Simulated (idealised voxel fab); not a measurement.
process module | voxel wiring stack
cross-section cut | 260 nm wide | cells 5 nm
A cross-section is a grid of square cells, given in bands from the top down. A band is one or more rows of cells.
Each band's line starts with the height of the band's top and of its bottom, in nm. Then come its materials from left to right, each with its width in nm. One material with "throughout" fills the band from edge to edge. "air" is empty space.
Height 0 is the level under which the wafer as received is all one material. The lowest band goes on downwards, as in "0 down".
A width such as "30 to 40" changes by the same amount from each row of cells to the next, from the band's top row to its bottom row.
"no change" after a step means that no cell of the cross-section changed.
closed voids: empty space of 8 cells or more with no open way to the top, each as width x height at its distance from the left edge, in nm
after a step's settings: what the simulator itself notes on the step
overlay nm, on a step with a mask: how far to the right of its planned place the mask lay; to the left if negative
plan
1 op RECEIVE | material Si
2 op CONFORMAL_DEP | material SiO2 | thk nm 10
3 op DIRECTIONAL_DEP | material TiN | thk nm 5
4 op DIRECTIONAL_DEP | material W | thk nm 25
5 op MASKED_ETCH | tone cover | mask id METAL_1 | width nm 25 | pitch nm 40 | etch materials W | depth nm 25 | overlay nm 0
6 op MASKED_ETCH | tone cover | mask id METAL_1 | width nm 25 | pitch nm 40 | etch materials TiN | depth nm 5 | overlay nm 0
7 op FILL_DEP | material lowk | thk nm 5
8 op CMP | height nm 40
9 op CONFORMAL_DEP | material SiCN | thk nm 5
10 op DIRECTIONAL_DEP | material SiO2 | thk nm 10
11 op PATTERN | tone open | mask id PLUG_1 | material resist | width nm 15 | pitch nm 40 | thk nm 15 | overlay nm 0
12 op DIRECTIONAL_ETCH | etch materials SiO2 | depth nm 10
13 op DIRECTIONAL_ETCH | etch materials SiCN | depth nm 5
14 op STRIP | etch materials resist
15 op CONFORMAL_DEP | material TiN | thk nm 5
16 op FILL_DEP | material Ru | thk nm 10
17 op CMP | height nm 55
18 op DIRECTIONAL_DEP | material TiN | thk nm 5
19 op DIRECTIONAL_DEP | material Ru | thk nm 25
20 op DIRECTIONAL_DEP | material aC | thk nm 15
21 op PATTERN | tone cover | mask id METAL_2 | material resist | width nm 25 | pitch nm 40 | thk nm 35 | overlay nm 0
22 op DIRECTIONAL_ETCH | etch materials aC | depth nm 15
23 op STRIP | etch materials resist
24 op DIRECTIONAL_ETCH | etch materials Ru | depth nm 25
25 op DIRECTIONAL_ETCH | etch materials TiN | depth nm 5
26 op STRIP | etch materials aC
27 op CONFORMAL_DEP | material SiCN | thk nm 5
28 op FILL_DEP | material SiO2 | thk nm 5
29 op CMP | height nm 85
30 op CONFORMAL_DEP | material SiCN | thk nm 5
31 op DIRECTIONAL_DEP | material lowk | thk nm 20
32 op PATTERN | tone open | mask id PLUG_2 | material resist | width nm 15 | pitch nm 80 | thk nm 20 | overlay nm 0
33 op DIRECTIONAL_ETCH | etch materials lowk | depth nm 20
34 op DIRECTIONAL_ETCH | etch materials SiCN | depth nm 5
35 op STRIP | etch materials resist
36 op CONFORMAL_DEP | material TiN | thk nm 5
37 op FILL_DEP | material Ru | thk nm 5
38 op CMP | height nm 110
39 op CONFORMAL_DEP | material SiN | thk nm 5
40 op DIRECTIONAL_DEP | material SiO2 | thk nm 15
41 op MASKED_ETCH | tone open | mask id METAL_3 | width nm 25 | pitch nm 40 | etch materials SiO2 | depth nm 15 | overlay nm 0
42 op MASKED_ETCH | tone open | mask id METAL_3 | width nm 25 | pitch nm 40 | etch materials SiN | depth nm 5 | overlay nm 0
43 op CONFORMAL_DEP | material TiN | thk nm 5
44 op FILL_DEP | material Cu | thk nm 5
45 op CMP | height nm 130
46 op CONFORMAL_DEP | material SiCN | thk nm 5
as received, after step 1
  0 down: Si throughout
  closed voids: none
first wafer at the end, as planned
  135 to 130: SiCN throughout
  130 to 115: SiO2 55 | TiN 5 | Cu 15 | TiN 5 | SiO2 15 | TiN 5 | Cu 15 | TiN 5 | SiO2 15 | TiN 5 | Cu 15 | TiN 5 | SiO2 15 | TiN 5 | Cu 15 | TiN 5 | SiO2 60
  115 to 110: SiN 55 | TiN 25 | SiN 15 | TiN 25 | SiN 15 | TiN 25 | SiN 15 | TiN 25 | SiN 60
  110 to 90: lowk 55 | TiN 5 | Ru 5 | TiN 5 | lowk 65 | TiN 5 | Ru 5 | TiN 5 | lowk 110
  90 to 85: SiCN 55 | TiN 15 | SiCN 65 | TiN 15 | SiCN 110
  85 to 60: SiO2 50 | SiCN 5 | Ru 25 | SiCN 5 | SiO2 5 | SiCN 5 | Ru 25 | SiCN 5 | SiO2 5 | SiCN 5 | Ru 25 | SiCN 5 | SiO2 5 | SiCN 5 | Ru 25 | SiCN 5 | SiO2 55
  60 to 55: SiCN 55 | TiN 25 | SiCN 15 | TiN 25 | SiCN 15 | TiN 25 | SiCN 15 | TiN 25 | SiCN 60
  55 to 45: SiO2 55 | TiN 5 | Ru 5 | TiN 5 | SiO2 25 | TiN 5 | Ru 5 | TiN 5 | SiO2 25 | TiN 5 | Ru 5 | TiN 5 | SiO2 25 | TiN 5 | Ru 5 | TiN 5 | SiO2 70
  45 to 40: SiCN 55 | TiN 15 | SiCN 25 | TiN 15 | SiCN 25 | TiN 15 | SiCN 25 | TiN 15 | SiCN 70
  40 to 15: lowk 55 | W 25 | lowk 15 | W 25 | lowk 15 | W 25 | lowk 15 | W 25 | lowk 60
  15 to 10: lowk 55 | TiN 25 | lowk 15 | TiN 25 | lowk 15 | TiN 25 | lowk 15 | TiN 25 | lowk 60
  10 to 0: SiO2 throughout
  0 down: Si throughout
  closed voids: none
second wafer at the end: like start, like plan, one mistake
  135 to 130: SiCN throughout
  130 to 115: SiO2 55 | TiN 5 | Cu 15 | TiN 5 | SiO2 15 | TiN 5 | Cu 15 | TiN 5 | SiO2 15 | TiN 5 | Cu 15 | TiN 5 | SiO2 15 | TiN 5 | Cu 15 | TiN 5 | SiO2 60
  115 to 110: SiN 55 | TiN 25 | SiN 15 | TiN 25 | SiN 15 | TiN 25 | SiN 15 | TiN 25 | SiN 60
  110 to 90: lowk 55 | TiN 5 | Ru 5 | TiN 5 | lowk 65 | TiN 5 | Ru 5 | TiN 5 | lowk 110
  90 to 85: SiCN 55 | TiN 15 | SiCN 65 | TiN 15 | SiCN 110
  85 to 60: SiO2 50 | SiCN 5 | Ru 25 | SiCN 5 | SiO2 5 | SiCN 5 | Ru 25 | SiCN 5 | SiO2 5 | SiCN 5 | Ru 25 | SiCN 5 | SiO2 5 | SiCN 5 | Ru 25 | SiCN 5 | SiO2 55
  60 to 55: SiCN 55 | TiN 25 | SiCN 15 | TiN 25 | SiCN 15 | TiN 25 | SiCN 15 | TiN 25 | SiCN 60
  55 to 45: SiO2 55 | TiN 5 | Ru 5 | TiN 5 | SiO2 25 | TiN 5 | Ru 5 | TiN 5 | SiO2 25 | TiN 5 | Ru 5 | TiN 5 | SiO2 25 | TiN 5 | Ru 5 | TiN 5 | SiO2 70
  45 to 40: SiCN 55 | TiN 15 | SiCN 25 | TiN 15 | SiCN 25 | TiN 15 | SiCN 25 | TiN 15 | SiCN 70
  40 to 35: lowk 55 | TiN 25 | lowk 15 | TiN 25 | lowk 15 | TiN 25 | lowk 15 | TiN 25 | lowk 60
  35 to 10: W throughout
  10 to 0: SiO2 throughout
  0 down: Si throughout
  closed voids: none
what went wrong: steps 3 and 4 were swapped
at the end the second wafer has, in cells: 160 more of W | 160 fewer of lowk
